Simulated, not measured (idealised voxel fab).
The following is a process module called voxel ribs on slabs.
Section shown: cut. Width: 145 nm. Cell size: 5 nm, square.
In this document a cross-section is written as a grid of square cells. It is given as a series of bands, listed from the top down, and a band is one or more rows of cells. The entry gives the band's vertical extent as a top height and a bottom height in nm, then its horizontal make-up as materials from left to right, each with a width in nm. "air" stands for empty space; a single material marked "all across" fills the band edge to edge. All heights in this document are referenced to 0, defined as the level beneath which the wafer, as received, consists entirely of one material. The lowest band is not bounded below; it extends indefinitely downward and is written in the form "top 0, no bottom". Graded width ("30 to 40"): value in top row of band = first number; value in bottom row = second number; row-to-row change constant. You'll sometimes find "no alteration" written for a step, and that's the way of saying that nowhere in the cross-section did a cell change during that step. So "Closed void table" is basically the list of trapped voids: any empty space of 8 cells or more that can't reach the top through an opening. They're written width x height at distance, the distance being from the left edge, and it's all nm. Step line, after settings: the simulator's comment on this step. overlay nm: step with mask; distance mask lay right of planned place; negative value = left of planned place.

### Planned step list for the process
1 RECEIVE | material Si
2 DIRECTIONAL_DEP | material SiO2 | thk nm 25
3 DIRECTIONAL_DEP | material SiN | thk nm 20
4 DIRECTIONAL_DEP | material aC | thk nm 15
5 PATTERN | tone cover | mask id RIB | material resist | width nm 20 | thk nm 35 | overlay nm 0
6 DIRECTIONAL_ETCH | etch materials aC | depth nm 15
7 STRIP | etch materials resist
8 DIRECTIONAL_ETCH | etch materials SiN | depth nm 5
9 STRIP | etch materials aC
10 PATTERN | tone cover | mask id SLAB | material resist | width nm 90 | thk nm 20 | overlay nm 0
11 DIRECTIONAL_ETCH | etch materials SiN | depth nm 15
12 STRIP | etch materials resist
13 FILL_DEP | material SiO2 | thk nm 15
14 CMP | height nm 55
15 DIRECTIONAL_DEP | material TiN | thk nm 5
16 MASKED_ETCH | tone cover | mask id HEATER | width nm 40 | etch materials TiN | depth nm 5 | overlay nm 0
17 CONFORMAL_DEP | material SiO2 | thk nm 10
The wafers are alike at the start. At step 5, their width nm differs. The plan lists the first wafer's value.

### Cross-section of the first of several received wafers, showing its state after step 1
    top 0, no bottom: Si all across
    Closed void table: none

### Tabulated below, wafer by wafer, are the end-of-module results: for each material, the number of cells gained (+) or lost (-) relative to the as-received state, followed by the closed voids
width nm 20, +58 SiN, +323 SiO2, +8 TiN, Closed void table: none
width nm 25, +59 SiN, +322 SiO2, +8 TiN, Closed void table: none
width nm 30, +60 SiN, +321 SiO2, +8 TiN, Closed void table: none
width nm 35, +61 SiN, +320 SiO2, +8 TiN, Closed void table: none
width nm 40, +62 SiN, +319 SiO2, +8 TiN, Closed void table: none
width nm 45, +63 SiN, +318 SiO2, +8 TiN, Closed void table: none
